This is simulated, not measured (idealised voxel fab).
process module | voxel gate over fins
cross-section cut | 150 nm wide | cells 5 nm
A cross-section is a grid of square cells, given in bands from the top down. A band is one or more rows of cells.
Each band's line starts with the height of the band's top and of its bottom, in nm. Then come its materials from left to right, each with its width in nm. One material with "throughout" fills the band from edge to edge. "air" is empty space.
Height 0 is the level under which the wafer as received is all one material. The lowest band goes on downwards, as in "0 down".
A width such as "30 to 40" changes by the same amount from each row of cells to the next, from the band's top row to its bottom row.
"no change" after a step means that no cell of the cross-section changed.
closed voids: empty space of 8 cells or more with no open way to the top, each as width x height at its distance from the left edge, in nm
after a step's settings: what the simulator itself notes on the step
overlay nm, on a step with a mask: how far to the right of its planned place the mask lay; to the left if negative
plan
1 op RECEIVE | material Si
2 op CONFORMAL_DEP | material SiN | thk nm 5
3 op DIRECTIONAL_DEP | material aC | thk nm 10
4 op PATTERN | tone cover | mask id FINS | material resist | width nm 15 | pitch nm 40 | thk nm 25 | overlay nm 0
5 op DIRECTIONAL_ETCH | etch materials aC | depth nm 10
6 op STRIP | etch materials resist
7 op DIRECTIONAL_ETCH | etch materials SiN | depth nm 5
8 op DIRECTIONAL_ETCH | etch materials Si | depth nm 30
9 op STRIP | etch materials aC
10 op FILL_DEP | material SiO2 | thk nm 10
11 op CMP | height nm 5
12 op SELECTIVE_ETCH | etch materials SiO2 | depth nm 15
13 op STRIP | etch materials SiN
14 op CONFORMAL_DEP | material HfO2 | thk nm 5
15 op CONFORMAL_DEP | material TiN | thk nm 5
16 op FILL_DEP | material W | thk nm 10
17 op CMP | height nm 15
18 op CONFORMAL_DEP | material SiN | thk nm 5
first wafer, as planned
as received, after step 1
  0 down: Si throughout
  closed voids: none
after step 2
  5 to 0: SiN throughout
  below 0: unchanged
after step 3
  15 to 5: aC throughout
  below 5: unchanged
after step 4
  40 to 15: air 45 | resist 15 | air 25 | resist 15 | air 50
  below 15: unchanged
after step 5
  30 to 15: air 45 | resist 15 | air 25 | resist 15 | air 50
  15 to 5: air 45 | aC 15 | air 25 | aC 15 | air 50
  below 5: unchanged
after step 6
  15 to 5: air 45 | aC 15 | air 25 | aC 15 | air 50
  below 5: unchanged
after step 7
  15 to 5: air 45 | aC 15 | air 25 | aC 15 | air 50
  5 to 0: air 45 | SiN 15 | air 25 | SiN 15 | air 50
  below 0: unchanged
after step 8
  15 to 5: air 45 | aC 15 | air 25 | aC 15 | air 50
  5 to 0: air 45 | SiN 15 | air 25 | SiN 15 | air 50
  0 to -30: air 45 | Si 15 | air 25 | Si 15 | air 50
  below -30: unchanged
after step 9
  5 to 0: air 45 | SiN 15 | air 25 | SiN 15 | air 50
  below 0: unchanged
after step 10
  15 to 5: SiO2 throughout
  5 to 0: SiO2 45 | SiN 15 | SiO2 25 | SiN 15 | SiO2 50
  0 to -30: SiO2 45 | Si 15 | SiO2 25 | Si 15 | SiO2 50
  below -30: unchanged
after step 11
  5 to 0: SiO2 45 | SiN 15 | SiO2 25 | SiN 15 | SiO2 50
  below 0: unchanged
after step 12
  5 to 0: air 45 | SiN 15 | air 25 | SiN 15 | air 50
  0 to -10: air 45 | Si 15 | air 25 | Si 15 | air 50
  below -10: unchanged
after step 13
  0 to -10: air 45 | Si 15 | air 25 | Si 15 | air 50
  below -10: unchanged
after step 14
  5 to 0: air 40 | HfO2 25 | air 15 | HfO2 25 | air 45
  0 to -5: air 40 | HfO2 5 | Si 15 | HfO2 5 | air 15 | HfO2 5 | Si 15 | HfO2 5 | air 45
  -5 to -10: HfO2 45 | Si 15 | HfO2 25 | Si 15 | HfO2 50
  below -10: unchanged
after step 15
  10 to 5: air 35 | TiN 35 | air 5 | TiN 35 | air 40
  5 to 0: air 35 | TiN 5 | HfO2 25 | TiN 5 | air 5 | TiN 5 | HfO2 25 | TiN 5 | air 40
  0 to -5: TiN 40 | HfO2 5 | Si 15 | HfO2 5 | TiN 15 | HfO2 5 | Si 15 | HfO2 5 | TiN 45
  below -5: unchanged
after step 16
  20 to 10: W throughout
  10 to 5: W 35 | TiN 35 | W 5 | TiN 35 | W 40
  5 to 0: W 35 | TiN 5 | HfO2 25 | TiN 5 | W 5 | TiN 5 | HfO2 25 | TiN 5 | W 40
  below 0: unchanged
after step 17
  15 to 10: W throughout
  below 10: unchanged
after step 18
  20 to 15: SiN throughout
  below 15: unchanged
second wafer: like start, like plan, one mistake. Through step 3 it matches the first wafer
when step 4 should have ended
  40 to 15: air 50 | resist 15 | air 25 | resist 15 | air 45
  below 15: unchanged
when step 5 should have ended
  30 to 15: air 50 | resist 15 | air 25 | resist 15 | air 45
  15 to 5: air 50 | aC 15 | air 25 | aC 15 | air 45
  below 5: unchanged
when step 6 should have ended
  15 to 5: air 50 | aC 15 | air 25 | aC 15 | air 45
  below 5: unchanged
when step 7 should have ended
  15 to 5: air 50 | aC 15 | air 25 | aC 15 | air 45
  5 to 0: air 50 | SiN 15 | air 25 | SiN 15 | air 45
  below 0: unchanged
when step 8 should have ended
  15 to 5: air 50 | aC 15 | air 25 | aC 15 | air 45
  5 to 0: air 50 | SiN 15 | air 25 | SiN 15 | air 45
  0 to -30: air 50 | Si 15 | air 25 | Si 15 | air 45
  below -30: unchanged
when step 9 should have ended
  5 to 0: air 50 | SiN 15 | air 25 | SiN 15 | air 45
  below 0: unchanged
when step 10 should have ended
  15 to 5: SiO2 throughout
  5 to 0: SiO2 50 | SiN 15 | SiO2 25 | SiN 15 | SiO2 45
  0 to -30: SiO2 50 | Si 15 | SiO2 25 | Si 15 | SiO2 45
  below -30: unchanged
when step 11 should have ended
  5 to 0: SiO2 50 | SiN 15 | SiO2 25 | SiN 15 | SiO2 45
  below 0: unchanged
when step 12 should have ended
  5 to 0: air 50 | SiN 15 | air 25 | SiN 15 | air 45
  0 to -10: air 50 | Si 15 | air 25 | Si 15 | air 45
  below -10: unchanged
when step 13 should have ended
  0 to -10: air 50 | Si 15 | air 25 | Si 15 | air 45
  below -10: unchanged
when step 14 should have ended
  5 to 0: air 45 | HfO2 25 | air 15 | HfO2 25 | air 40
  0 to -5: air 45 | HfO2 5 | Si 15 | HfO2 5 | air 15 | HfO2 5 | Si 15 | HfO2 5 | air 40
  -5 to -10: HfO2 50 | Si 15 | HfO2 25 | Si 15 | HfO2 45
  below -10: unchanged
when step 15 should have ended
  10 to 5: air 40 | TiN 35 | air 5 | TiN 35 | air 35
  5 to 0: air 40 | TiN 5 | HfO2 25 | TiN 5 | air 5 | TiN 5 | HfO2 25 | TiN 5 | air 35
  0 to -5: TiN 45 | HfO2 5 | Si 15 | HfO2 5 | TiN 15 | HfO2 5 | Si 15 | HfO2 5 | TiN 40
  below -5: unchanged
when step 16 should have ended
  20 to 10: W throughout
  10 to 5: W 40 | TiN 35 | W 5 | TiN 35 | W 35
  5 to 0: W 40 | TiN 5 | HfO2 25 | TiN 5 | W 5 | TiN 5 | HfO2 25 | TiN 5 | W 35
  below 0: unchanged
when step 17 should have ended
  15 to 10: W throughout
  below 10: unchanged
when step 18 should have ended
  20 to 15: SiN throughout
  below 15: unchanged
what went wrong: step 4 ran as: op PATTERN | tone cover | mask id FINS | material resist | width nm 15 | pitch nm 40 | thk nm 25 | overlay nm 5
at the end the second wafer has, in cells: as many of each material as the first, in other places
